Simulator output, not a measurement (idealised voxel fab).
process module | voxel capacitor over wiring
Each square cell in cross-section cut measures 5 nm, and the section as a whole is 190 nm wide.
Cross-section layout: square cells on a grid; listed as bands, top to bottom; a band spans one or more cell rows. Band: top height; bottom height; in nm. Then, left to right: material with width in nm, for each material. "throughout": a single material spanning edge to edge. "air": empty space. The level at which height equals 0 is the one under which the wafer, as it arrives, is entirely one material. No lower edge exists for the bottom band, which continues downward and is notated as in "0 and below". A width given as "30..40" starts at the first number in the band's top row and ends at the second number in its bottom row, shifting by an equal amount at every step from row to row. "remains unaltered" after a step means that no cell of the cross-section changed. The entry "Closed void register" lists the empty spaces that cover at least 8 cells and have no open path to the top. Each is written as width x height at distance, where the distance is measured from the left edge and all three values are in nm. after a step's settings: what the simulator itself notes on the step. The setting "overlay nm" may be written on the line of a step. When the step uses a mask, the value reports how far to the right of the planned place the mask lay, and a negative value reports that it lay to the left.
Planned step list for the process:
- 1: RECEIVE (material Si)
- 2: CONFORMAL_DEP (material SiO2; thk nm 10)
- 3: CONFORMAL_DEP (material SiN; thk nm 5)
- 4: DIRECTIONAL_DEP (material SiO2; thk nm 15)
- 5: MASKED_ETCH (tone open; mask id METAL_1; width nm 30; pitch nm 80; etch materials SiO2; depth nm 15; overlay nm 0)
- 6: MASKED_ETCH (tone open; mask id METAL_1; width nm 30; pitch nm 80; etch materials SiN; depth nm 5; overlay nm -15)
- 7: CONFORMAL_DEP (material TiN; thk nm 5)
- 8: FILL_DEP (material Ru; thk nm 10)
- 9: CMP (height nm 30)
- 10: EPI (material Ru; thk nm 5)
- 11: FILL_DEP (material SiCN; thk nm 5)
- 12: DIRECTIONAL_DEP (material SiO2; thk nm 10)
- 13: PATTERN (tone open; mask id PLUG_1; material resist; width nm 15; thk nm 15; overlay nm 0)
- 14: DIRECTIONAL_ETCH (etch materials SiO2; depth nm 10)
- 15: DIRECTIONAL_ETCH (etch materials SiCN; depth nm 5)
- 16: STRIP (etch materials resist)
- 17: CONFORMAL_DEP (material TiN; thk nm 5)
- 18: FILL_DEP (material Cu; thk nm 10)
- 19: CMP (height nm 50)
- 20: DIRECTIONAL_DEP (material TiN; thk nm 5)
- 21: DIRECTIONAL_DEP (material HfO2; thk nm 5)
- 22: DIRECTIONAL_DEP (material TiN; thk nm 5)
- 23: DIRECTIONAL_DEP (material aC; thk nm 10)
- 24: PATTERN (tone cover; mask id UPPER_PLATE; material resist; width nm 55; thk nm 25; overlay nm 0)
- 25: DIRECTIONAL_ETCH (etch materials aC; depth nm 10)
- 26: STRIP (etch materials resist)
- 27: DIRECTIONAL_ETCH (etch materials TiN; depth nm 5)
- 28: DIRECTIONAL_ETCH (etch materials HfO2; depth nm 5)
- 29: STRIP (etch materials aC)
- 30: PATTERN (tone cover; mask id LOWER_PLATE; material resist; width nm 65; thk nm 15; overlay nm 0)
- 31: DIRECTIONAL_ETCH (etch materials TiN; depth nm 5)
- 32: STRIP (etch materials resist)
- 33: FILL_DEP (material SiO2; thk nm 20)
- 34: CMP (height nm 80)
- 35: MASKED_ETCH (tone open; mask id PLUG_2; width nm 15; etch materials SiO2; depth nm 15; overlay nm 0)
- 36: CONFORMAL_DEP (material TiN; thk nm 5)
- 37: FILL_DEP (material W; thk nm 5)
- 38: CMP (height nm 80)
- 39: CONFORMAL_DEP (material SiN; thk nm 5)
The overlay nm used in step 6 is not the same on every wafer, whereas the starting condition is; the value printed in the plan is the first wafer's.
First wafer of several, as received: cross-section after step 1:
> 0 and below | Si throughout
> Closed void register: none
Module finished, last step 39 done: cross-section of the first of several wafers:
> 85 down to 80 | SiN throughout
> 80 down to 70 | SiO2 65 nm, TiN 5 nm, W 5 nm, TiN 5 nm, SiO2 110 nm
> 70 down to 60 | SiO2 65..55 nm, TiN 15..55 nm, SiO2 110..80 nm
> 60 down to 55 | SiO2 55 nm, HfO2 55 nm, SiO2 80 nm
> 55 down to 50 | SiO2 50 nm, TiN 65 nm, SiO2 75 nm
> 50 down to 40 | SiO2 55 nm, TiN 5 nm, Cu 5 nm, TiN 5 nm, SiO2 120 nm
> 40 down to 35 | SiCN 55 nm, TiN 15 nm, SiCN 120 nm
> 35 down to 30 | SiCN 35 nm, Ru 40 nm, SiCN 40 nm, Ru 40 nm, SiCN 35 nm
> 30 down to 20 | SiO2 40 nm, TiN 5 nm, Ru 20 nm, TiN 5 nm, SiO2 50 nm, TiN 5 nm, Ru 20 nm, TiN 5 nm, SiO2 40 nm
> 20 down to 15 | SiO2 40 nm, TiN 5 nm, Ru 5 nm, TiN 20 nm, SiO2 50 nm, TiN 5 nm, Ru 5 nm, TiN 20 nm, SiO2 40 nm
> 15 down to 10 | SiN 40 nm, TiN 15 nm, SiN 65 nm, TiN 15 nm, SiN 55 nm
> 10 down to 0 | SiO2 throughout
> 0 and below | Si throughout
> Closed void register: none
End of module, last wafer sectioned:
> 85 down to 80 | SiN throughout
> 80 down to 70 | SiO2 65 nm, TiN 5 nm, W 5 nm, TiN 5 nm, SiO2 110 nm
> 70 down to 60 | SiO2 65..55 nm, TiN 15..55 nm, SiO2 110..80 nm
> 60 down to 55 | SiO2 55 nm, HfO2 55 nm, SiO2 80 nm
> 55 down to 50 | SiO2 50 nm, TiN 65 nm, SiO2 75 nm
> 50 down to 40 | SiO2 55 nm, TiN 5 nm, Cu 5 nm, TiN 5 nm, SiO2 120 nm
> 40 down to 35 | SiCN 55 nm, TiN 15 nm, SiCN 120 nm
> 35 down to 30 | SiCN 35 nm, Ru 40 nm, SiCN 40 nm, Ru 40 nm, SiCN 35 nm
> 30 down to 20 | SiO2 40 nm, TiN 5 nm, Ru 20 nm, TiN 5 nm, SiO2 50 nm, TiN 5 nm, Ru 20 nm, TiN 5 nm, SiO2 40 nm
> 20 down to 15 | SiO2 40 nm, TiN 20 nm, Ru 5 nm, TiN 5 nm, SiO2 50 nm, TiN 20 nm, Ru 5 nm, TiN 5 nm, SiO2 40 nm
> 15 down to 10 | SiN 55 nm, TiN 15 nm, SiN 65 nm, TiN 15 nm, SiN 40 nm
> 10 down to 0 | SiO2 throughout
> 0 and below | Si throughout
> Closed void register: none
Here is how to read the rows: every wafer has a row, and it shows the wafer at the end of the module, giving for each material how many cells were gained (+) or lost (-) since the wafer was received, then listing its closed voids:
overlay nm -15 | +2 Cu | +11 HfO2 | +34 Ru | +57 SiCN | +70 SiN | +408 SiO2 | +62 TiN | +2 W | Closed void register: none
overlay nm -10 | +2 Cu | +11 HfO2 | +36 Ru | +57 SiCN | +68 SiN | +408 SiO2 | +62 TiN | +2 W | Closed void register: none
overlay nm -5 | +2 Cu | +11 HfO2 | +38 Ru | +57 SiCN | +66 SiN | +408 SiO2 | +62 TiN | +2 W | Closed void register: none
overlay nm 0 | +2 Cu | +11 HfO2 | +40 Ru | +57 SiCN | +64 SiN | +408 SiO2 | +62 TiN | +2 W | Closed void register: none
overlay nm 5 | +2 Cu | +11 HfO2 | +38 Ru | +57 SiCN | +66 SiN | +408 SiO2 | +62 TiN | +2 W | Closed void register: none
overlay nm 10 | +2 Cu | +11 HfO2 | +36 Ru | +57 SiCN | +68 SiN | +408 SiO2 | +62 TiN | +2 W | Closed void register: none
overlay nm 15 | +2 Cu | +11 HfO2 | +34 Ru | +57 SiCN | +70 SiN | +408 SiO2 | +62 TiN | +2 W | Closed void register: none
